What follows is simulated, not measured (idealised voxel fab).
process module | voxel capacitor over wiring
cross-section cut | 200 nm wide | cells 5 nm
A cross-section is a grid of square cells, given in bands from the top down. A band is one or more rows of cells.
Each band's line starts with the height of the band's top and of its bottom, in nm. Then come its materials from left to right, each with its width in nm. One material with "throughout" fills the band from edge to edge. "air" is empty space.
Height 0 is the level under which the wafer as received is all one material. The lowest band goes on downwards, as in "0 down".
A width such as "30 to 40" changes by the same amount from each row of cells to the next, from the band's top row to its bottom row.
"no change" after a step means that no cell of the cross-section changed.
closed voids: empty space of 8 cells or more with no open way to the top, each as width x height at its distance from the left edge, in nm
after a step's settings: what the simulator itself notes on the step
overlay nm, on a step with a mask: how far to the right of its planned place the mask lay; to the left if negative
plan
1 op RECEIVE | material Si
2 op CONFORMAL_DEP | material SiO2 | thk nm 15
3 op CONFORMAL_DEP | material SiCN | thk nm 5
4 op DIRECTIONAL_DEP | material lowk | thk nm 20
5 op PATTERN | tone open | mask id METAL_1 | material resist | width nm 30 | pitch nm 80 | thk nm 20 | overlay nm 0
6 op DIRECTIONAL_ETCH | etch materials lowk | depth nm 20
7 op DIRECTIONAL_ETCH | etch materials SiCN | depth nm 5
8 op STRIP | etch materials resist
9 op CONFORMAL_DEP | material TiN | thk nm 5
10 op FILL_DEP | material Cu | thk nm 5
11 op CMP | height nm 40
12 op CONFORMAL_DEP | material SiCN | thk nm 5
13 op DIRECTIONAL_DEP | material lowk | thk nm 10
14 op MASKED_ETCH | tone open | mask id PLUG_1 | width nm 15 | etch materials lowk | depth nm 10 | overlay nm 0
15 op MASKED_ETCH | tone open | mask id PLUG_1 | width nm 15 | etch materials SiCN | depth nm 5 | overlay nm 0
16 op EPI | material Ru | thk nm 10
17 op EPI | material Ru | thk nm 5
18 op DIRECTIONAL_DEP | material TiN | thk nm 10
19 op DIRECTIONAL_DEP | material Al2O3 | thk nm 5
20 op DIRECTIONAL_DEP | material TiN | thk nm 5
21 op PATTERN | tone cover | mask id UPPER_PLATE | material resist | width nm 55 | thk nm 15 | overlay nm 0
22 op DIRECTIONAL_ETCH | etch materials TiN | depth nm 5
23 op DIRECTIONAL_ETCH | etch materials Al2O3 | depth nm 5
24 op STRIP | etch materials resist
25 op MASKED_ETCH | tone cover | mask id LOWER_PLATE | width nm 65 | etch materials TiN | depth nm 5 | overlay nm 0
26 op FILL_DEP | material SiO2 | thk nm 15
27 op CMP | height nm 85
28 op PATTERN | tone open | mask id PLUG_2 | material resist | width nm 15 | thk nm 15 | overlay nm 0
29 op DIRECTIONAL_ETCH | etch materials SiO2 | depth nm 10
30 op STRIP | etch materials resist
31 op CONFORMAL_DEP | material TiN | thk nm 5
32 op FILL_DEP | material W | thk nm 10
33 op CMP | height nm 85
34 op CONFORMAL_DEP | material SiN | thk nm 5
varied across the wafers: depth nm of step 25. The plan shows the first wafer's value. All wafers start alike
first wafer as received, after step 1
  0 down: Si throughout
  closed voids: none
each wafer at the end: cells of each material gained (+) or lost (-) since it was received, then its closed voids
depth nm 5 | +11 Al2O3 | +32 Cu | +9 Ru | +65 SiCN | +40 SiN | +279 SiO2 | +97 TiN | +1 W | +186 lowk | closed voids: none
depth nm 10 | +11 Al2O3 | +32 Cu | +9 Ru | +65 SiCN | +40 SiN | +306 SiO2 | +70 TiN | +1 W | +186 lowk | closed voids: none
depth nm 15 | +11 Al2O3 | +32 Cu | +9 Ru | +65 SiCN | +40 SiN | +306 SiO2 | +70 TiN | +1 W | +186 lowk | closed voids: none
depth nm 20 | +11 Al2O3 | +32 Cu | +9 Ru | +65 SiCN | +40 SiN | +306 SiO2 | +70 TiN | +1 W | +186 lowk | closed voids: none
depth nm 25 | +11 Al2O3 | +32 Cu | +9 Ru | +65 SiCN | +40 SiN | +306 SiO2 | +70 TiN | +1 W | +186 lowk | closed voids: none
